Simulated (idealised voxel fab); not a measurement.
The following process module bears the name voxel air gaps.
Square cell edge 5 nm, section width 255 nm, ID cut.
For the purposes of this document, a cross-section shall be understood as a grid of square cells, specified as bands listed in top-to-bottom order, each band consisting of one or more rows of cells. The entry gives the band's vertical extent as a top height and a bottom height in nm, then its horizontal make-up as materials from left to right, each with a width in nm. "empty" stands for empty space; a single material marked "full width" fills the band edge to edge. Convention: height 0 is the level below which the wafer, as received, is all one material. The lowest band does not terminate at the bottom but continues downward, represented as "z 0 and below". Quick explanation for "30->40": the width changes in equal steps down the rows of cells, from the first number in the band's top row to the second number in its bottom row. Any step labelled "nothing changed" changed none of the cells in the cross-section. Heads up: "Sealed internal cavities" only lists the empty pockets with no open path to the top that are 8 cells or more, and it writes them as width x height at distance, distance from the left edge, in nm. Step line, after settings: the simulator's comment on this step. Among the settings permitted on a step's line is "overlay nm"; applied to a step with a mask, it specifies the extent to which the mask lay to the right of its planned position, whereas a negative figure signifies a position to the left.

[Process steps foreseen in the plan]
- 1: RECEIVE [material Si]
- 2: CONFORMAL_DEP [material SiO2] [thk nm 15]
- 3: CONFORMAL_DEP [material SiN] [thk nm 5]
- 4: DIRECTIONAL_DEP [material lowk] [thk nm 35]
- 5: DIRECTIONAL_DEP [material aC] [thk nm 10]
- 6: PATTERN [tone open] [mask id LINES] [material resist] [width nm 25] [pitch nm 55] [thk nm 25] [overlay nm 0]
- 7: DIRECTIONAL_ETCH [etch materials aC] [depth nm 10]
- 8: STRIP [etch materials resist]
- 9: DIRECTIONAL_ETCH [etch materials lowk] [depth nm 35]
- 10: STRIP [etch materials aC]
- 11: CONFORMAL_DEP [material TiN] [thk nm 5]
- 12: FILL_DEP [material W] [thk nm 5]
- 13: CMP [height nm 55]
- 14: EPI [material Ru] [thk nm 10]
- 15: SELECTIVE_ETCH [etch materials lowk] [depth nm 45]
- 16: CONFORMAL_DEP [material SiN] [thk nm 5]

[Cross-section of the wafer at receipt, which is the condition after step 1]
z 0 and below  Si full width
Sealed internal cavities: none

[End-of-module cross-section of the first of two wafers, processed as planned]
z 70 to 65  45 of empty, then 165 of SiN, then 45 of empty
z 65 to 55  45 of empty, then 5 of SiN, then 45 of Ru, then 10 of SiN, then 45 of Ru, then 10 of SiN, then 45 of Ru, then 5 of SiN, then 45 of empty
z 55 to 50  45 of empty, then 15 of SiN, then 5 of TiN, then 15 of W, then 5 of TiN, then 30 of SiN, then 5 of TiN, then 15 of W, then 5 of TiN, then 30 of SiN, then 5 of TiN, then 15 of W, then 5 of TiN, then 15 of SiN, then 45 of empty
z 50 to 25  55 of empty, then 5 of SiN, then 5 of TiN, then 15 of W, then 5 of TiN, then 5 of SiN, then 20 of empty, then 5 of SiN, then 5 of TiN, then 15 of W, then 5 of TiN, then 5 of SiN, then 20 of empty, then 5 of SiN, then 5 of TiN, then 15 of W, then 5 of TiN, then 5 of SiN, then 55 of empty
z 25 to 20  60 of SiN, then 25 of TiN, then 30 of SiN, then 25 of TiN, then 30 of SiN, then 25 of TiN, then 60 of SiN
z 20 to 15  SiN full width
z 15 to 0  SiO2 full width
z 0 and below  Si full width
Sealed internal cavities: 20 x 25 at 90; 20 x 25 at 145

[Here's the second of our two wafers sectioned at module end. Same start as the first, same plan, but one mistake got made running it]
z 70 to 65  45 of empty, then 165 of SiN, then 45 of empty
z 65 to 55  45 of empty, then 5 of SiN, then 45 of Ru, then 10 of SiN, then 45 of Ru, then 10 of SiN, then 45 of Ru, then 5 of SiN, then 45 of empty
z 55 to 50  45 of empty, then 15 of SiN, then 5 of TiN, then 15 of W, then 5 of TiN, then 30 of SiN, then 5 of TiN, then 15 of W, then 5 of TiN, then 30 of SiN, then 5 of TiN, then 15 of W, then 5 of TiN, then 15 of SiN, then 45 of empty
z 50 to 40  55 of empty, then 5 of SiN, then 5 of TiN, then 15 of W, then 5 of TiN, then 5 of SiN, then 20 of empty, then 5 of SiN, then 5 of TiN, then 15 of W, then 5 of TiN, then 5 of SiN, then 20 of empty, then 5 of SiN, then 5 of TiN, then 15 of W, then 5 of TiN, then 5 of SiN, then 55 of empty
z 40 to 35  60 of SiN, then 25 of TiN, then 30 of SiN, then 25 of TiN, then 30 of SiN, then 25 of TiN, then 60 of SiN
z 35 to 30  SiN full width
z 30 to 0  SiO2 full width
z 0 and below  Si full width
Sealed internal cavities: 20 x 10 at 90; 20 x 10 at 145
Short version of what went wrong: yeah, plan step 2 got run twice
Bottom line after processing is that, in cells, the second wafer is up or down on some materials versus the first: SiN: 18 fewer; SiO2: 153 more; TiN: 18 fewer; W: 27 fewer
